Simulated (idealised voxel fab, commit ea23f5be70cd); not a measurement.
process module | voxel self aligned contacts
cross-section cut | 230 nm wide | cells 5 nm
A cross-section is a grid of square cells, given in bands from the top down. A band is one or more rows of cells.
Each band's line starts with the height of the band's top and of its bottom, in nm. Then come its materials from left to right, each with its width in nm. One material with "throughout" fills the band from edge to edge. "air" is empty space.
Height 0 is the level under which the wafer as received is all one material. The lowest band goes on downwards, as in "0 down".
A width such as "30 to 40" changes by the same amount from each row of cells to the next, from the band's top row to its bottom row.
"no change" after a step means that no cell of the cross-section changed.
closed voids: empty space of 8 cells or more with no open way to the top, each as width x height at its distance from the left edge, in nm
after a step's settings: what the simulator itself notes on the step
overlay nm, on a step with a mask: how far to the right of its planned place the mask lay; to the left if negative
Each pair below shows a cross-section before one step and the cross-section after it, down to the lowest band that changed. The line under each pair gives the step between them, with its settings. The pairs can come from different runs of this module on the same starting wafer, so a pair continues from the pair above only where its "before" says so.
before
  0 down: Si throughout
  closed voids: none
after
  0 to -5: SiO2 throughout
  below -5: unchanged
  closed voids: none
the step between: op OXIDIZE | depth nm 5
before: the cross-section after the pair above
after
  20 to 0: polySi throughout
  below 0: unchanged
  closed voids: none
the step between: op DIRECTIONAL_DEP | material polySi | thk nm 20
before: the cross-section after the pair above
after
  45 to 20: SiN throughout
  below 20: unchanged
  closed voids: none
the step between: op DIRECTIONAL_DEP | material SiN | thk nm 25
before: the cross-section after the pair above
after
  45 to 20: air 20 | SiN 35 | air 40 | SiN 35 | air 40 | SiN 35 | air 25
  below 20: unchanged
  closed voids: none
the step between: op MASKED_ETCH | tone cover | mask id GATE | width nm 35 | pitch nm 75 | etch materials SiN | depth nm 25 | overlay nm 0
before: the cross-section after the pair above
after
  45 to 20: air 20 | SiN 35 | air 40 | SiN 35 | air 40 | SiN 35 | air 25
  20 to 0: air 20 | polySi 35 | air 40 | polySi 35 | air 40 | polySi 35 | air 25
  below 0: unchanged
  closed voids: none
the step between: op MASKED_ETCH | tone cover | mask id GATE | width nm 35 | pitch nm 75 | etch materials polySi | depth nm 20 | overlay nm 0
before: the cross-section after the pair above
after
  55 to 20: air 10 | SiN 55 | air 20 | SiN 55 | air 20 | SiN 55 | air 15
  20 to 10: air 10 | SiN 10 | polySi 35 | SiN 10 | air 20 | SiN 10 | polySi 35 | SiN 10 | air 20 | SiN 10 | polySi 35 | SiN 10 | air 15
  10 to 0: SiN 20 | polySi 35 | SiN 40 | polySi 35 | SiN 40 | polySi 35 | SiN 25
  below 0: unchanged
  closed voids: none
the step between: op CONFORMAL_DEP | material SiN | thk nm 10
before: the cross-section after the pair above
after
  45 to 20: air 10 | SiN 55 | air 20 | SiN 55 | air 20 | SiN 55 | air 15
  20 to 0: air 10 | SiN 10 | polySi 35 | SiN 10 | air 20 | SiN 10 | polySi 35 | SiN 10 | air 20 | SiN 10 | polySi 35 | SiN 10 | air 15
  below 0: unchanged
  closed voids: none
the step between: op DIRECTIONAL_ETCH | etch materials SiN | depth nm 10
before: the cross-section after the pair above
after
  60 to 45: SiO2 throughout
  45 to 20: SiO2 10 | SiN 55 | SiO2 20 | SiN 55 | SiO2 20 | SiN 55 | SiO2 15
  20 to 0: SiO2 10 | SiN 10 | polySi 35 | SiN 10 | SiO2 20 | SiN 10 | polySi 35 | SiN 10 | SiO2 20 | SiN 10 | polySi 35 | SiN 10 | SiO2 15
  below 0: unchanged
  closed voids: none
the step between: op FILL_DEP | material SiO2 | thk nm 15
before: the cross-section after the pair above
after
  50 to 45: SiO2 throughout
  below 45: unchanged
  closed voids: none
the step between: op CMP | height nm 50
before: the cross-section after the pair above
after
  60 to 50: aC throughout
  below 50: unchanged
  closed voids: none
the step between: op DIRECTIONAL_DEP | material aC | thk nm 10
before: the cross-section after the pair above
after
  90 to 60: resist 45 | air 60 | resist 15 | air 60 | resist 50
  below 60: unchanged
  closed voids: none
the step between: op PATTERN | tone open | mask id CONTACT | material resist | width nm 60 | pitch nm 75 | thk nm 30 | overlay nm 0
before: the cross-section after the pair above
after
  80 to 60: resist 45 | air 60 | resist 15 | air 60 | resist 50
  60 to 50: aC 45 | air 60 | aC 15 | air 60 | aC 50
  below 50: unchanged
  closed voids: none
the step between: op DIRECTIONAL_ETCH | etch materials aC | depth nm 10
before: the cross-section after the pair above
after
  60 to 50: aC 45 | air 60 | aC 15 | air 60 | aC 50
  below 50: unchanged
  closed voids: none
the step between: op STRIP | etch materials resist
before: the cross-section after the pair above
after
  60 to 50: aC 45 | air 60 | aC 15 | air 60 | aC 50
  50 to 45: SiO2 45 | air 60 | SiO2 15 | air 60 | SiO2 50
  45 to 20: SiO2 10 | SiN 55 | air 20 | SiN 55 | air 20 | SiN 55 | SiO2 15
  20 to 0: SiO2 10 | SiN 10 | polySi 35 | SiN 10 | air 20 | SiN 10 | polySi 35 | SiN 10 | air 20 | SiN 10 | polySi 35 | SiN 10 | SiO2 15
  0 to -5: SiO2 65 | air 20 | SiO2 55 | air 20 | SiO2 70
  below -5: unchanged
  closed voids: none
the step between: op DIRECTIONAL_ETCH | etch materials SiO2 | depth nm 55
before: the cross-section after the pair above
after
  50 to 45: SiO2 45 | air 60 | SiO2 15 | air 60 | SiO2 50
  below 45: unchanged
  closed voids: none
the step between: op STRIP | etch materials aC
before: the cross-section after the pair above
after
  55 to 50: TiN 50 | air 50 | TiN 25 | air 50 | TiN 55
  50 to 45: SiO2 45 | TiN 25 | air 10 | TiN 25 | SiO2 15 | TiN 25 | air 10 | TiN 25 | SiO2 50
  45 to 20: SiO2 10 | SiN 55 | TiN 5 | air 10 | TiN 5 | SiN 55 | TiN 5 | air 10 | TiN 5 | SiN 55 | SiO2 15
  20 to 0: SiO2 10 | SiN 10 | polySi 35 | SiN 10 | TiN 5 | air 10 | TiN 5 | SiN 10 | polySi 35 | SiN 10 | TiN 5 | air 10 | TiN 5 | SiN 10 | polySi 35 | SiN 10 | SiO2 15
  0 to -5: SiO2 65 | TiN 20 | SiO2 55 | TiN 20 | SiO2 70
  below -5: unchanged
  closed voids: none
the step between: op CONFORMAL_DEP | material TiN | thk nm 5
before: the cross-section after the pair above
after
  65 to 55: Ru throughout
  55 to 50: TiN 50 | Ru 50 | TiN 25 | Ru 50 | TiN 55
  50 to 45: SiO2 45 | TiN 25 | Ru 10 | TiN 25 | SiO2 15 | TiN 25 | Ru 10 | TiN 25 | SiO2 50
  45 to 20: SiO2 10 | SiN 55 | TiN 5 | Ru 10 | TiN 5 | SiN 55 | TiN 5 | Ru 10 | TiN 5 | SiN 55 | SiO2 15
  20 to 0: SiO2 10 | SiN 10 | polySi 35 | SiN 10 | TiN 5 | Ru 10 | TiN 5 | SiN 10 | polySi 35 | SiN 10 | TiN 5 | Ru 10 | TiN 5 | SiN 10 | polySi 35 | SiN 10 | SiO2 15
  below 0: unchanged
  closed voids: none
the step between: op FILL_DEP | material Ru | thk nm 10
before: the cross-section after the pair above
after
  50 to 45: SiO2 45 | TiN 25 | Ru 10 | TiN 25 | SiO2 15 | TiN 25 | Ru 10 | TiN 25 | SiO2 50
  below 45: unchanged
  closed voids: none
the step between: op CMP | height nm 50
before: the cross-section after the pair above
after
  55 to 50: SiCN throughout
  below 50: unchanged
  closed voids: none
the step between: op CONFORMAL_DEP | material SiCN | thk nm 5
before
  0 down: Si throughout
  closed voids: none
after
  20 to 0: polySi throughout
  below 0: unchanged
  closed voids: none
the step between: op DIRECTIONAL_DEP | material polySi | thk nm 20
before: the cross-section after the pair above
after
  45 to 20: SiN throughout
  below 20: unchanged
  closed voids: none
the step between: op DIRECTIONAL_DEP | material SiN | thk nm 25
before: the cross-section after the pair above
after
  45 to 20: air 20 | SiN 35 | air 40 | SiN 35 | air 40 | SiN 35 | air 25
  below 20: unchanged
  closed voids: none
the step between: op MASKED_ETCH | tone cover | mask id GATE | width nm 35 | pitch nm 75 | etch materials SiN | depth nm 25 | overlay nm 0
before: the cross-section after the pair above
after
  45 to 20: air 20 | SiN 35 | air 40 | SiN 35 | air 40 | SiN 35 | air 25
  20 to 0: air 20 | polySi 35 | air 40 | polySi 35 | air 40 | polySi 35 | air 25
  below 0: unchanged
  closed voids: none
the step between: op MASKED_ETCH | tone cover | mask id GATE | width nm 35 | pitch nm 75 | etch materials polySi | depth nm 20 | overlay nm 0
before: the cross-section after the pair above
after
  55 to 20: air 10 | SiN 55 | air 20 | SiN 55 | air 20 | SiN 55 | air 15
  20 to 10: air 10 | SiN 10 | polySi 35 | SiN 10 | air 20 | SiN 10 | polySi 35 | SiN 10 | air 20 | SiN 10 | polySi 35 | SiN 10 | air 15
  10 to 0: SiN 20 | polySi 35 | SiN 40 | polySi 35 | SiN 40 | polySi 35 | SiN 25
  below 0: unchanged
  closed voids: none
the step between: op CONFORMAL_DEP | material SiN | thk nm 10
before: the cross-section after the pair above
after
  45 to 20: air 10 | SiN 55 | air 20 | SiN 55 | air 20 | SiN 55 | air 15
  20 to 0: air 10 | SiN 10 | polySi 35 | SiN 10 | air 20 | SiN 10 | polySi 35 | SiN 10 | air 20 | SiN 10 | polySi 35 | SiN 10 | air 15
  below 0: unchanged
  closed voids: none
the step between: op DIRECTIONAL_ETCH | etch materials SiN | depth nm 10
before: the cross-section after the pair above
after
  60 to 45: SiO2 throughout
  45 to 20: SiO2 10 | SiN 55 | SiO2 20 | SiN 55 | SiO2 20 | SiN 55 | SiO2 15
  20 to 0: SiO2 10 | SiN 10 | polySi 35 | SiN 10 | SiO2 20 | SiN 10 | polySi 35 | SiN 10 | SiO2 20 | SiN 10 | polySi 35 | SiN 10 | SiO2 15
  below 0: unchanged
  closed voids: none
the step between: op FILL_DEP | material SiO2 | thk nm 15
before: the cross-section after the pair above
after
  50 to 45: SiO2 throughout
  below 45: unchanged
  closed voids: none
the step between: op CMP | height nm 50
before: the cross-section after the pair above
after
  60 to 50: aC throughout
  below 50: unchanged
  closed voids: none
the step between: op DIRECTIONAL_DEP | material aC | thk nm 10
before: the cross-section after the pair above
after
  90 to 60: resist 45 | air 60 | resist 15 | air 60 | resist 50
  below 60: unchanged
  closed voids: none
the step between: op PATTERN | tone open | mask id CONTACT | material resist | width nm 60 | pitch nm 75 | thk nm 30 | overlay nm 0
before: the cross-section after the pair above
after
  80 to 60: resist 45 | air 60 | resist 15 | air 60 | resist 50
  60 to 50: aC 45 | air 60 | aC 15 | air 60 | aC 50
  below 50: unchanged
  closed voids: none
the step between: op DIRECTIONAL_ETCH | etch materials aC | depth nm 10
before: the cross-section after the pair above
after
  60 to 50: aC 45 | air 60 | aC 15 | air 60 | aC 50
  below 50: unchanged
  closed voids: none
the step between: op STRIP | etch materials resist
before: the cross-section after the pair above
after
  60 to 50: aC 45 | air 60 | aC 15 | air 60 | aC 50
  50 to 45: SiO2 45 | air 60 | SiO2 15 | air 60 | SiO2 50
  45 to 20: SiO2 10 | SiN 55 | air 20 | SiN 55 | air 20 | SiN 55 | SiO2 15
  20 to 0: SiO2 10 | SiN 10 | polySi 35 | SiN 10 | air 20 | SiN 10 | polySi 35 | SiN 10 | air 20 | SiN 10 | polySi 35 | SiN 10 | SiO2 15
  below 0: unchanged
  closed voids: none
the step between: op DIRECTIONAL_ETCH | etch materials SiO2 | depth nm 55
before: the cross-section after the pair above
after
  50 to 45: SiO2 45 | air 60 | SiO2 15 | air 60 | SiO2 50
  below 45: unchanged
  closed voids: none
the step between: op STRIP | etch materials aC
before: the cross-section after the pair above
after
  55 to 50: TiN 50 | air 50 | TiN 25 | air 50 | TiN 55
  50 to 45: SiO2 45 | TiN 25 | air 10 | TiN 25 | SiO2 15 | TiN 25 | air 10 | TiN 25 | SiO2 50
  45 to 20: SiO2 10 | SiN 55 | TiN 5 | air 10 | TiN 5 | SiN 55 | TiN 5 | air 10 | TiN 5 | SiN 55 | SiO2 15
  20 to 5: SiO2 10 | SiN 10 | polySi 35 | SiN 10 | TiN 5 | air 10 | TiN 5 | SiN 10 | polySi 35 | SiN 10 | TiN 5 | air 10 | TiN 5 | SiN 10 | polySi 35 | SiN 10 | SiO2 15
  5 to 0: SiO2 10 | SiN 10 | polySi 35 | SiN 10 | TiN 20 | SiN 10 | polySi 35 | SiN 10 | TiN 20 | SiN 10 | polySi 35 | SiN 10 | SiO2 15
  below 0: unchanged
  closed voids: none
the step between: op CONFORMAL_DEP | material TiN | thk nm 5
before: the cross-section after the pair above
after
  65 to 55: Ru throughout
  55 to 50: TiN 50 | Ru 50 | TiN 25 | Ru 50 | TiN 55
  50 to 45: SiO2 45 | TiN 25 | Ru 10 | TiN 25 | SiO2 15 | TiN 25 | Ru 10 | TiN 25 | SiO2 50
  45 to 20: SiO2 10 | SiN 55 | TiN 5 | Ru 10 | TiN 5 | SiN 55 | TiN 5 | Ru 10 | TiN 5 | SiN 55 | SiO2 15
  20 to 5: SiO2 10 | SiN 10 | polySi 35 | SiN 10 | TiN 5 | Ru 10 | TiN 5 | SiN 10 | polySi 35 | SiN 10 | TiN 5 | Ru 10 | TiN 5 | SiN 10 | polySi 35 | SiN 10 | SiO2 15
  below 5: unchanged
  closed voids: none
the step between: op FILL_DEP | material Ru | thk nm 10
before: the cross-section after the pair above
after
  50 to 45: SiO2 45 | TiN 25 | Ru 10 | TiN 25 | SiO2 15 | TiN 25 | Ru 10 | TiN 25 | SiO2 50
  below 45: unchanged
  closed voids: none
the step between: op CMP | height nm 50
before: the cross-section after the pair above
after
  55 to 50: SiCN throughout
  below 50: unchanged
  closed voids: none
the step between: op CONFORMAL_DEP | material SiCN | thk nm 5
before
  20 to 0: polySi throughout
  0 to -5: SiO2 throughout
  -5 down: Si throughout
  closed voids: none
after
  40 to 0: polySi throughout
  below 0: unchanged
  closed voids: none
the step between: op DIRECTIONAL_DEP | material polySi | thk nm 20
before: the cross-section after the pair above
after
  65 to 40: SiN throughout
  below 40: unchanged
  closed voids: none
the step between: op DIRECTIONAL_DEP | material SiN | thk nm 25
before: the cross-section after the pair above
after
  65 to 40: air 20 | SiN 35 | air 40 | SiN 35 | air 40 | SiN 35 | air 25
  below 40: unchanged
  closed voids: none
the step between: op MASKED_ETCH | tone cover | mask id GATE | width nm 35 | pitch nm 75 | etch materials SiN | depth nm 25 | overlay nm 0
before: the cross-section after the pair above
after
  65 to 40: air 20 | SiN 35 | air 40 | SiN 35 | air 40 | SiN 35 | air 25
  40 to 20: air 20 | polySi 35 | air 40 | polySi 35 | air 40 | polySi 35 | air 25
  below 20: unchanged
  closed voids: none
the step between: op MASKED_ETCH | tone cover | mask id GATE | width nm 35 | pitch nm 75 | etch materials polySi | depth nm 20 | overlay nm 0
before: the cross-section after the pair above
after
  75 to 40: air 10 | SiN 55 | air 20 | SiN 55 | air 20 | SiN 55 | air 15
  40 to 30: air 10 | SiN 10 | polySi 35 | SiN 10 | air 20 | SiN 10 | polySi 35 | SiN 10 | air 20 | SiN 10 | polySi 35 | SiN 10 | air 15
  30 to 20: SiN 20 | polySi 35 | SiN 40 | polySi 35 | SiN 40 | polySi 35 | SiN 25
  below 20: unchanged
  closed voids: none
the step between: op CONFORMAL_DEP | material SiN | thk nm 10
before: the cross-section after the pair above
after
  65 to 40: air 10 | SiN 55 | air 20 | SiN 55 | air 20 | SiN 55 | air 15
  40 to 20: air 10 | SiN 10 | polySi 35 | SiN 10 | air 20 | SiN 10 | polySi 35 | SiN 10 | air 20 | SiN 10 | polySi 35 | SiN 10 | air 15
  below 20: unchanged
  closed voids: none
the step between: op DIRECTIONAL_ETCH | etch materials SiN | depth nm 10
before: the cross-section after the pair above
after
  80 to 65: SiO2 throughout
  65 to 40: SiO2 10 | SiN 55 | SiO2 20 | SiN 55 | SiO2 20 | SiN 55 | SiO2 15
  40 to 20: SiO2 10 | SiN 10 | polySi 35 | SiN 10 | SiO2 20 | SiN 10 | polySi 35 | SiN 10 | SiO2 20 | SiN 10 | polySi 35 | SiN 10 | SiO2 15
  below 20: unchanged
  closed voids: none
the step between: op FILL_DEP | material SiO2 | thk nm 15
before: the cross-section after the pair above
after
  50 to 40: SiO2 10 | SiN 55 | SiO2 20 | SiN 55 | SiO2 20 | SiN 55 | SiO2 15
  below 40: unchanged
  closed voids: none
the step between: op CMP | height nm 50
before: the cross-section after the pair above
after
  60 to 50: aC throughout
  below 50: unchanged
  closed voids: none
the step between: op DIRECTIONAL_DEP | material aC | thk nm 10
before: the cross-section after the pair above
after
  90 to 60: resist 45 | air 60 | resist 15 | air 60 | resist 50
  below 60: unchanged
  closed voids: none
the step between: op PATTERN | tone open | mask id CONTACT | material resist | width nm 60 | pitch nm 75 | thk nm 30 | overlay nm 0
before: the cross-section after the pair above
after
  80 to 60: resist 45 | air 60 | resist 15 | air 60 | resist 50
  60 to 50: aC 45 | air 60 | aC 15 | air 60 | aC 50
  below 50: unchanged
  closed voids: none
the step between: op DIRECTIONAL_ETCH | etch materials aC | depth nm 10
before: the cross-section after the pair above
after
  60 to 50: aC 45 | air 60 | aC 15 | air 60 | aC 50
  below 50: unchanged
  closed voids: none
the step between: op STRIP | etch materials resist
before: the cross-section after the pair above
after
  60 to 50: aC 45 | air 60 | aC 15 | air 60 | aC 50
  50 to 40: SiO2 10 | SiN 55 | air 20 | SiN 55 | air 20 | SiN 55 | SiO2 15
  40 to 20: SiO2 10 | SiN 10 | polySi 35 | SiN 10 | air 20 | SiN 10 | polySi 35 | SiN 10 | air 20 | SiN 10 | polySi 35 | SiN 10 | SiO2 15
  below 20: unchanged
  closed voids: none
the step between: op DIRECTIONAL_ETCH | etch materials SiO2 | depth nm 55
before: the cross-section after the pair above
after
  50 to 40: SiO2 10 | SiN 55 | air 20 | SiN 55 | air 20 | SiN 55 | SiO2 15
  below 40: unchanged
  closed voids: none
the step between: op STRIP | etch materials aC
before: the cross-section after the pair above
after
  55 to 50: TiN 70 | air 10 | TiN 65 | air 10 | TiN 75
  50 to 40: SiO2 10 | SiN 55 | TiN 5 | air 10 | TiN 5 | SiN 55 | TiN 5 | air 10 | TiN 5 | SiN 55 | SiO2 15
  40 to 25: SiO2 10 | SiN 10 | polySi 35 | SiN 10 | TiN 5 | air 10 | TiN 5 | SiN 10 | polySi 35 | SiN 10 | TiN 5 | air 10 | TiN 5 | SiN 10 | polySi 35 | SiN 10 | SiO2 15
  25 to 20: SiO2 10 | SiN 10 | polySi 35 | SiN 10 | TiN 20 | SiN 10 | polySi 35 | SiN 10 | TiN 20 | SiN 10 | polySi 35 | SiN 10 | SiO2 15
  below 20: unchanged
  closed voids: none
the step between: op CONFORMAL_DEP | material TiN | thk nm 5
before: the cross-section after the pair above
after
  65 to 55: Ru throughout
  55 to 50: TiN 70 | Ru 10 | TiN 65 | Ru 10 | TiN 75
  50 to 40: SiO2 10 | SiN 55 | TiN 5 | Ru 10 | TiN 5 | SiN 55 | TiN 5 | Ru 10 | TiN 5 | SiN 55 | SiO2 15
  40 to 25: SiO2 10 | SiN 10 | polySi 35 | SiN 10 | TiN 5 | Ru 10 | TiN 5 | SiN 10 | polySi 35 | SiN 10 | TiN 5 | Ru 10 | TiN 5 | SiN 10 | polySi 35 | SiN 10 | SiO2 15
  below 25: unchanged
  closed voids: none
the step between: op FILL_DEP | material Ru | thk nm 10
before: the cross-section after the pair above
after
  50 to 40: SiO2 10 | SiN 55 | TiN 5 | Ru 10 | TiN 5 | SiN 55 | TiN 5 | Ru 10 | TiN 5 | SiN 55 | SiO2 15
  below 40: unchanged
  closed voids: none
the step between: op CMP | height nm 50
before: the cross-section after the pair above
after
  55 to 50: SiCN throughout
  below 50: unchanged
  closed voids: none
the step between: op CONFORMAL_DEP | material SiCN | thk nm 5
before
  20 to 0: polySi throughout
  0 down: Si throughout
  closed voids: none
after
  20 to 15: SiO2 throughout
  below 15: unchanged
  closed voids: none
the step between: op OXIDIZE | depth nm 5
before: the cross-section after the pair above
after
  45 to 20: SiN throughout
  below 20: unchanged
  closed voids: none
the step between: op DIRECTIONAL_DEP | material SiN | thk nm 25
before: the cross-section after the pair above
after
  45 to 20: air 20 | SiN 35 | air 40 | SiN 35 | air 40 | SiN 35 | air 25
  below 20: unchanged
  closed voids: none
the step between: op MASKED_ETCH | tone cover | mask id GATE | width nm 35 | pitch nm 75 | etch materials SiN | depth nm 25 | overlay nm 0
before: the cross-section after the pair above
after
  55 to 30: air 10 | SiN 55 | air 20 | SiN 55 | air 20 | SiN 55 | air 15
  30 to 20: SiN throughout
  below 20: unchanged
  closed voids: none
the step between: op CONFORMAL_DEP | material SiN | thk nm 10
before: the cross-section after the pair above
after
  45 to 20: air 10 | SiN 55 | air 20 | SiN 55 | air 20 | SiN 55 | air 15
  below 20: unchanged
  closed voids: none
the step between: op DIRECTIONAL_ETCH | etch materials SiN | depth nm 10
before: the cross-section after the pair above
after
  60 to 45: SiO2 throughout
  45 to 20: SiO2 10 | SiN 55 | SiO2 20 | SiN 55 | SiO2 20 | SiN 55 | SiO2 15
  below 20: unchanged
  closed voids: none
the step between: op FILL_DEP | material SiO2 | thk nm 15
before: the cross-section after the pair above
after
  50 to 45: SiO2 throughout
  below 45: unchanged
  closed voids: none
the step between: op CMP | height nm 50
before: the cross-section after the pair above
after
  60 to 50: aC throughout
  below 50: unchanged
  closed voids: none
the step between: op DIRECTIONAL_DEP | material aC | thk nm 10
before: the cross-section after the pair above
after
  90 to 60: resist 45 | air 60 | resist 15 | air 60 | resist 50
  below 60: unchanged
  closed voids: none
the step between: op PATTERN | tone open | mask id CONTACT | material resist | width nm 60 | pitch nm 75 | thk nm 30 | overlay nm 0
before: the cross-section after the pair above
after
  80 to 60: resist 45 | air 60 | resist 15 | air 60 | resist 50
  60 to 50: aC 45 | air 60 | aC 15 | air 60 | aC 50
  below 50: unchanged
  closed voids: none
the step between: op DIRECTIONAL_ETCH | etch materials aC | depth nm 10
before: the cross-section after the pair above
after
  60 to 50: aC 45 | air 60 | aC 15 | air 60 | aC 50
  below 50: unchanged
  closed voids: none
the step between: op STRIP | etch materials resist
before: the cross-section after the pair above
after
  60 to 50: aC 45 | air 60 | aC 15 | air 60 | aC 50
  50 to 45: SiO2 45 | air 60 | SiO2 15 | air 60 | SiO2 50
  45 to 20: SiO2 10 | SiN 55 | air 20 | SiN 55 | air 20 | SiN 55 | SiO2 15
  20 to 15: SiO2 65 | air 20 | SiO2 55 | air 20 | SiO2 70
  below 15: unchanged
  closed voids: none
the step between: op DIRECTIONAL_ETCH | etch materials SiO2 | depth nm 55
before: the cross-section after the pair above
after
  50 to 45: SiO2 45 | air 60 | SiO2 15 | air 60 | SiO2 50
  below 45: unchanged
  closed voids: none
the step between: op STRIP | etch materials aC
before: the cross-section after the pair above
after
  55 to 50: TiN 50 | air 50 | TiN 25 | air 50 | TiN 55
  50 to 45: SiO2 45 | TiN 25 | air 10 | TiN 25 | SiO2 15 | TiN 25 | air 10 | TiN 25 | SiO2 50
  45 to 20: SiO2 10 | SiN 55 | TiN 5 | air 10 | TiN 5 | SiN 55 | TiN 5 | air 10 | TiN 5 | SiN 55 | SiO2 15
  20 to 15: SiO2 65 | TiN 20 | SiO2 55 | TiN 20 | SiO2 70
  below 15: unchanged
  closed voids: none
the step between: op CONFORMAL_DEP | material TiN | thk nm 5
before: the cross-section after the pair above
after
  65 to 55: Ru throughout
  55 to 50: TiN 50 | Ru 50 | TiN 25 | Ru 50 | TiN 55
  50 to 45: SiO2 45 | TiN 25 | Ru 10 | TiN 25 | SiO2 15 | TiN 25 | Ru 10 | TiN 25 | SiO2 50
  45 to 20: SiO2 10 | SiN 55 | TiN 5 | Ru 10 | TiN 5 | SiN 55 | TiN 5 | Ru 10 | TiN 5 | SiN 55 | SiO2 15
  below 20: unchanged
  closed voids: none
the step between: op FILL_DEP | material Ru | thk nm 10
before: the cross-section after the pair above
after
  50 to 45: SiO2 45 | TiN 25 | Ru 10 | TiN 25 | SiO2 15 | TiN 25 | Ru 10 | TiN 25 | SiO2 50
  below 45: unchanged
  closed voids: none
the step between: op CMP | height nm 50
before: the cross-section after the pair above
after
  55 to 50: SiCN throughout
  below 50: unchanged
  closed voids: none
the step between: op CONFORMAL_DEP | material SiCN | thk nm 5
before
  45 to 20: air 20 | SiN 35 | air 40 | SiN 35 | air 40 | SiN 35 | air 25
  20 to 0: air 20 | polySi 35 | air 40 | polySi 35 | air 40 | polySi 35 | air 25
  0 to -5: SiO2 throughout
  -5 down: Si throughout
  closed voids: none
after
  60 to 20: air 5 | SiN 65 | air 10 | SiN 65 | air 10 | SiN 65 | air 10
  20 to 15: air 5 | SiN 15 | polySi 35 | SiN 15 | air 10 | SiN 15 | polySi 35 | SiN 15 | air 10 | SiN 15 | polySi 35 | SiN 15 | air 10
  15 to 0: SiN 20 | polySi 35 | SiN 40 | polySi 35 | SiN 40 | polySi 35 | SiN 25
  below 0: unchanged
  closed voids: none
the step between: op CONFORMAL_DEP | material SiN | thk nm 15
before: the cross-section after the pair above
after
  50 to 20: air 5 | SiN 65 | air 10 | SiN 65 | air 10 | SiN 65 | air 10
  20 to 5: air 5 | SiN 15 | polySi 35 | SiN 15 | air 10 | SiN 15 | polySi 35 | SiN 15 | air 10 | SiN 15 | polySi 35 | SiN 15 | air 10
  below 5: unchanged
  closed voids: none
the step between: op DIRECTIONAL_ETCH | etch materials SiN | depth nm 10
before: the cross-section after the pair above
after
  65 to 50: SiO2 throughout
  50 to 20: SiO2 5 | SiN 65 | SiO2 10 | SiN 65 | SiO2 10 | SiN 65 | SiO2 10
  20 to 5: SiO2 5 | SiN 15 | polySi 35 | SiN 15 | SiO2 10 | SiN 15 | polySi 35 | SiN 15 | SiO2 10 | SiN 15 | polySi 35 | SiN 15 | SiO2 10
  below 5: unchanged
  closed voids: none
the step between: op FILL_DEP | material SiO2 | thk nm 15
before: the cross-section after the pair above
after
  50 to 20: SiO2 5 | SiN 65 | SiO2 10 | SiN 65 | SiO2 10 | SiN 65 | SiO2 10
  below 20: unchanged
  closed voids: none
the step between: op CMP | height nm 50
before: the cross-section after the pair above
after
  60 to 50: aC throughout
  below 50: unchanged
  closed voids: none
the step between: op DIRECTIONAL_DEP | material aC | thk nm 10
before: the cross-section after the pair above
after
  90 to 60: resist 45 | air 60 | resist 15 | air 60 | resist 50
  below 60: unchanged
  closed voids: none
the step between: op PATTERN | tone open | mask id CONTACT | material resist | width nm 60 | pitch nm 75 | thk nm 30 | overlay nm 0
before: the cross-section after the pair above
after
  80 to 60: resist 45 | air 60 | resist 15 | air 60 | resist 50
  60 to 50: aC 45 | air 60 | aC 15 | air 60 | aC 50
  below 50: unchanged
  closed voids: none
the step between: op DIRECTIONAL_ETCH | etch materials aC | depth nm 10
before: the cross-section after the pair above
after
  60 to 50: aC 45 | air 60 | aC 15 | air 60 | aC 50
  below 50: unchanged
  closed voids: none
the step between: op STRIP | etch materials resist
before: the cross-section after the pair above
after
  60 to 50: aC 45 | air 60 | aC 15 | air 60 | aC 50
  50 to 20: SiO2 5 | SiN 65 | air 10 | SiN 65 | air 10 | SiN 65 | SiO2 10
  20 to 5: SiO2 5 | SiN 15 | polySi 35 | SiN 15 | air 10 | SiN 15 | polySi 35 | SiN 15 | air 10 | SiN 15 | polySi 35 | SiN 15 | SiO2 10
  below 5: unchanged
  closed voids: none
the step between: op DIRECTIONAL_ETCH | etch materials SiO2 | depth nm 55
before: the cross-section after the pair above
after
  50 to 20: SiO2 5 | SiN 65 | air 10 | SiN 65 | air 10 | SiN 65 | SiO2 10
  below 20: unchanged
  closed voids: none
the step between: op STRIP | etch materials aC
before: the cross-section after the pair above
after
  55 to 50: TiN throughout
  50 to 20: SiO2 5 | SiN 65 | TiN 10 | SiN 65 | TiN 10 | SiN 65 | SiO2 10
  20 to 5: SiO2 5 | SiN 15 | polySi 35 | SiN 15 | TiN 10 | SiN 15 | polySi 35 | SiN 15 | TiN 10 | SiN 15 | polySi 35 | SiN 15 | SiO2 10
  below 5: unchanged
  closed voids: none
the step between: op CONFORMAL_DEP | material TiN | thk nm 5
before: the cross-section after the pair above
after
  65 to 55: Ru throughout
  below 55: unchanged
  closed voids: none
the step between: op FILL_DEP | material Ru | thk nm 10
before: the cross-section after the pair above
after
  50 to 20: SiO2 5 | SiN 65 | TiN 10 | SiN 65 | TiN 10 | SiN 65 | SiO2 10
  below 20: unchanged
  closed voids: none
the step between: op CMP | height nm 50
before: the cross-section after the pair above
after
  55 to 50: SiCN throughout
  below 50: unchanged
  closed voids: none
the step between: op CONFORMAL_DEP | material SiCN | thk nm 5
before
  45 to 20: SiN throughout
  20 to 0: polySi throughout
  0 to -5: SiO2 throughout
  -5 down: Si throughout
  closed voids: none
after
  45 to 20: air 25 | SiN 25 | air 50 | SiN 25 | air 50 | SiN 25 | air 30
  below 20: unchanged
  closed voids: none
the step between: op MASKED_ETCH | tone cover | mask id GATE | width nm 25 | pitch nm 75 | etch materials SiN | depth nm 25 | overlay nm 0
before: the cross-section after the pair above
after
  45 to 20: air 25 | SiN 25 | air 50 | SiN 25 | air 50 | SiN 25 | air 30
  20 to 0: air 20 | polySi 35 | air 40 | polySi 35 | air 40 | polySi 35 | air 25
  below 0: unchanged
  closed voids: none
the step between: op MASKED_ETCH | tone cover | mask id GATE | width nm 35 | pitch nm 75 | etch materials polySi | depth nm 20 | overlay nm 0
before: the cross-section after the pair above
after
  55 to 30: air 15 | SiN 45 | air 30 | SiN 45 | air 30 | SiN 45 | air 20
  30 to 20: air 10 | SiN 55 | air 20 | SiN 55 | air 20 | SiN 55 | air 15
  20 to 10: air 10 | SiN 10 | polySi 35 | SiN 10 | air 20 | SiN 10 | polySi 35 | SiN 10 | air 20 | SiN 10 | polySi 35 | SiN 10 | air 15
  10 to 0: SiN 20 | polySi 35 | SiN 40 | polySi 35 | SiN 40 | polySi 35 | SiN 25
  below 0: unchanged
  closed voids: none
the step between: op CONFORMAL_DEP | material SiN | thk nm 10
before: the cross-section after the pair above
after
  45 to 20: air 15 | SiN 45 | air 30 | SiN 45 | air 30 | SiN 45 | air 20
  20 to 0: air 10 | SiN 10 | polySi 35 | SiN 10 | air 20 | SiN 10 | polySi 35 | SiN 10 | air 20 | SiN 10 | polySi 35 | SiN 10 | air 15
  below 0: unchanged
  closed voids: none
the step between: op DIRECTIONAL_ETCH | etch materials SiN | depth nm 10
